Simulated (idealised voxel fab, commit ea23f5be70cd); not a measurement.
Title: Process Module voxel fin reveal
Xsec cut, 160 nm wide, square cell size 5 nm.
Bands, listed from the top down, are how a cross-section gets written in this document; the cross-section itself is a grid of square cells, and a band is one or more rows of them.
Read a band's entry like this: the first values are the height of its top and the height of its bottom in nm, and what follows is the sequence of materials from left to right, each with its width in nm. Note that "blank" is empty space, and that a single material marked "edge to edge" reaches across the band from edge to edge.
Heights from 0 (as-received wafer is one material below). Bottom band endless downward, as "from 0 down".
A width such as "30->40" changes by the same amount from each row of cells to the next, from the band's top row to its bottom row.
You'll sometimes find "nothing different" written for a step, and that's the way of saying that nowhere in the cross-section did a cell change during that step.
"Closed void catalog" specifies each empty space that is not open to the top and that occupies no fewer than 8 cells, using the form width x height at distance, the distance measured from the left edge and all three quantities in nm.
Note: text after step settings on the step line = simulator remark on that step.
"overlay nm", when on a step's line for a step with a mask, measures how far to the right of its planned place the mask lay; a negative measure means to the left.

**Here's what the planned process steps look like**
1 RECEIVE, material Si
2 CONFORMAL_DEP, material SiN, thk nm 10
3 DIRECTIONAL_DEP, material aC, thk nm 10
4 PATTERN, tone cover, mask id FINS, material resist, width nm 15, pitch nm 35, thk nm 30, overlay nm 0
5 DIRECTIONAL_ETCH, etch materials aC, depth nm 10
6 STRIP, etch materials resist
7 DIRECTIONAL_ETCH, etch materials SiN, depth nm 10
8 DIRECTIONAL_ETCH, etch materials Si, depth nm 40
9 STRIP, etch materials aC
10 FILL_DEP, material SiO2, thk nm 15
11 CMP, height nm 10
12 SELECTIVE_ETCH, etch materials SiO2, depth nm 25
13 STRIP, etch materials SiN
14 CONFORMAL_DEP, material SiO2, thk nm 5

**The following pertains to the first of two wafers, which was processed as planned**

**Here's what the wafer looked like in cross-section when it arrived - that's after step 1**
    from 0 down  Si edge to edge
    Closed void catalog: none

**Cross-section of the wafer after step 2**
    from 10 to 0  SiN edge to edge
    Everything under 0 stays put, no change at all.

**Cross-section of the wafer after step 3**
    from 20 to 10  aC edge to edge
    Everything under 10 stays put, no change at all.

**Cross-section of the wafer after step 4**
    from 50 to 20  35 blank, then 15 resist, then 20 blank, then 15 resist, then 20 blank, then 15 resist, then 40 blank
    Everything under 20 stays put, no change at all.

**Cross-section of the wafer after step 5**
    from 40 to 20  35 blank, then 15 resist, then 20 blank, then 15 resist, then 20 blank, then 15 resist, then 40 blank
    from 20 to 10  35 blank, then 15 aC, then 20 blank, then 15 aC, then 20 blank, then 15 aC, then 40 blank
    Everything under 10 stays put, no change at all.

**Cross-section of the wafer after step 6**
    from 20 to 10  35 blank, then 15 aC, then 20 blank, then 15 aC, then 20 blank, then 15 aC, then 40 blank
    Everything under 10 stays put, no change at all.

**Cross-section of the wafer after step 7**
    from 20 to 10  35 blank, then 15 aC, then 20 blank, then 15 aC, then 20 blank, then 15 aC, then 40 blank
    from 10 to 0  35 blank, then 15 SiN, then 20 blank, then 15 SiN, then 20 blank, then 15 SiN, then 40 blank
    Everything under 0 stays put, no change at all.

**Cross-section of the wafer after step 8**
    from 20 to 10  35 blank, then 15 aC, then 20 blank, then 15 aC, then 20 blank, then 15 aC, then 40 blank
    from 10 to 0  35 blank, then 15 SiN, then 20 blank, then 15 SiN, then 20 blank, then 15 SiN, then 40 blank
    from 0 to -40  35 blank, then 15 Si, then 20 blank, then 15 Si, then 20 blank, then 15 Si, then 40 blank
    Everything under -40 stays put, no change at all.

**Cross-section of the wafer after step 9**
    from 10 to 0  35 blank, then 15 SiN, then 20 blank, then 15 SiN, then 20 blank, then 15 SiN, then 40 blank
    Everything under 0 stays put, no change at all.

**Cross-section of the wafer after step 10**
    from 25 to 10  SiO2 edge to edge
    from 10 to 0  35 SiO2, then 15 SiN, then 20 SiO2, then 15 SiN, then 20 SiO2, then 15 SiN, then 40 SiO2
    from 0 to -40  35 SiO2, then 15 Si, then 20 SiO2, then 15 Si, then 20 SiO2, then 15 Si, then 40 SiO2
    Everything under -40 stays put, no change at all.

**Cross-section of the wafer after step 11**
    from 10 to 0  35 SiO2, then 15 SiN, then 20 SiO2, then 15 SiN, then 20 SiO2, then 15 SiN, then 40 SiO2
    Everything under 0 stays put, no change at all.

**Cross-section of the wafer after step 12**
    from 10 to 0  35 blank, then 15 SiN, then 20 blank, then 15 SiN, then 20 blank, then 15 SiN, then 40 blank
    from 0 to -15  35 blank, then 15 Si, then 20 blank, then 15 Si, then 20 blank, then 15 Si, then 40 blank
    Everything under -15 stays put, no change at all.

**Cross-section of the wafer after step 13**
    from 0 to -15  35 blank, then 15 Si, then 20 blank, then 15 Si, then 20 blank, then 15 Si, then 40 blank
    Everything under -15 stays put, no change at all.

**Cross-section of the wafer after step 14**
    from 5 to 0  30 blank, then 25 SiO2, then 10 blank, then 25 SiO2, then 10 blank, then 25 SiO2, then 35 blank
    from 0 to -10  30 blank, then 5 SiO2, then 15 Si, then 5 SiO2, then 10 blank, then 5 SiO2, then 15 Si, then 5 SiO2, then 10 blank, then 5 SiO2, then 15 Si, then 5 SiO2, then 35 blank
    from -10 to -40  35 SiO2, then 15 Si, then 20 SiO2, then 15 Si, then 20 SiO2, then 15 Si, then 40 SiO2
    Everything under -40 stays put, no change at all.

**Second wafer: same start and same plan as the first, one execution error; identical to the first through step 3**

**What the second wafer looks like in cross-section when step 4 should have wrapped up**
    from 50 to 20  35 resist, then 15 blank, then 20 resist, then 15 blank, then 20 resist, then 15 blank, then 40 resist
    Everything under 20 stays put, no change at all.

**What the second wafer looks like in cross-section when step 5 should have wrapped up**
    from 40 to 20  35 resist, then 15 blank, then 20 resist, then 15 blank, then 20 resist, then 15 blank, then 40 resist
    from 20 to 10  35 aC, then 15 blank, then 20 aC, then 15 blank, then 20 aC, then 15 blank, then 40 aC
    Everything under 10 stays put, no change at all.

**What the second wafer looks like in cross-section when step 6 should have wrapped up**
    from 20 to 10  35 aC, then 15 blank, then 20 aC, then 15 blank, then 20 aC, then 15 blank, then 40 aC
    Everything under 10 stays put, no change at all.

**What the second wafer looks like in cross-section when step 7 should have wrapped up**
    from 20 to 10  35 aC, then 15 blank, then 20 aC, then 15 blank, then 20 aC, then 15 blank, then 40 aC
    from 10 to 0  35 SiN, then 15 blank, then 20 SiN, then 15 blank, then 20 SiN, then 15 blank, then 40 SiN
    Everything under 0 stays put, no change at all.

**What the second wafer looks like in cross-section when step 8 should have wrapped up**
    from 20 to 10  35 aC, then 15 blank, then 20 aC, then 15 blank, then 20 aC, then 15 blank, then 40 aC
    from 10 to 0  35 SiN, then 15 blank, then 20 SiN, then 15 blank, then 20 SiN, then 15 blank, then 40 SiN
    from 0 to -40  35 Si, then 15 blank, then 20 Si, then 15 blank, then 20 Si, then 15 blank, then 40 Si
    Everything under -40 stays put, no change at all.

**What the second wafer looks like in cross-section when step 9 should have wrapped up**
    from 10 to 0  35 SiN, then 15 blank, then 20 SiN, then 15 blank, then 20 SiN, then 15 blank, then 40 SiN
    Everything under 0 stays put, no change at all.

**What the second wafer looks like in cross-section when step 10 should have wrapped up**
    from 25 to 10  SiO2 edge to edge
    from 10 to 0  35 SiN, then 15 SiO2, then 20 SiN, then 15 SiO2, then 20 SiN, then 15 SiO2, then 40 SiN
    from 0 to -40  35 Si, then 15 SiO2, then 20 Si, then 15 SiO2, then 20 Si, then 15 SiO2, then 40 Si
    Everything under -40 stays put, no change at all.

**What the second wafer looks like in cross-section when step 11 should have wrapped up**
    from 10 to 0  35 SiN, then 15 SiO2, then 20 SiN, then 15 SiO2, then 20 SiN, then 15 SiO2, then 40 SiN
    Everything under 0 stays put, no change at all.

**What the second wafer looks like in cross-section when step 12 should have wrapped up**
    from 10 to 0  35 SiN, then 15 blank, then 20 SiN, then 15 blank, then 20 SiN, then 15 blank, then 40 SiN
    from 0 to -15  35 Si, then 15 blank, then 20 Si, then 15 blank, then 20 Si, then 15 blank, then 40 Si
    Everything under -15 stays put, no change at all.

**What the second wafer looks like in cross-section when step 13 should have wrapped up**
    from 0 to -15  35 Si, then 15 blank, then 20 Si, then 15 blank, then 20 Si, then 15 blank, then 40 Si
    Everything under -15 stays put, no change at all.

**What the second wafer looks like in cross-section when step 14 should have wrapped up**
    from 5 to 0  40 SiO2, then 5 blank, then 30 SiO2, then 5 blank, then 30 SiO2, then 5 blank, then 45 SiO2
    from 0 to -10  35 Si, then 5 SiO2, then 5 blank, then 5 SiO2, then 20 Si, then 5 SiO2, then 5 blank, then 5 SiO2, then 20 Si, then 5 SiO2, then 5 blank, then 5 SiO2, then 40 Si
    from -10 to -40  35 Si, then 15 SiO2, then 20 Si, then 15 SiO2, then 20 Si, then 15 SiO2, then 40 Si
    Everything under -40 stays put, no change at all.
What was the processing mistake? step 4 ran differently from the plan; actual operation with settings: PATTERN, tone open, mask id FINS, material resist, width nm 15, pitch nm 35, thk nm 30, overlay nm 0
Per the end-of-run cell counts, the second wafer holds more or fewer of some materials than the first: Si +112, SiO2 -70
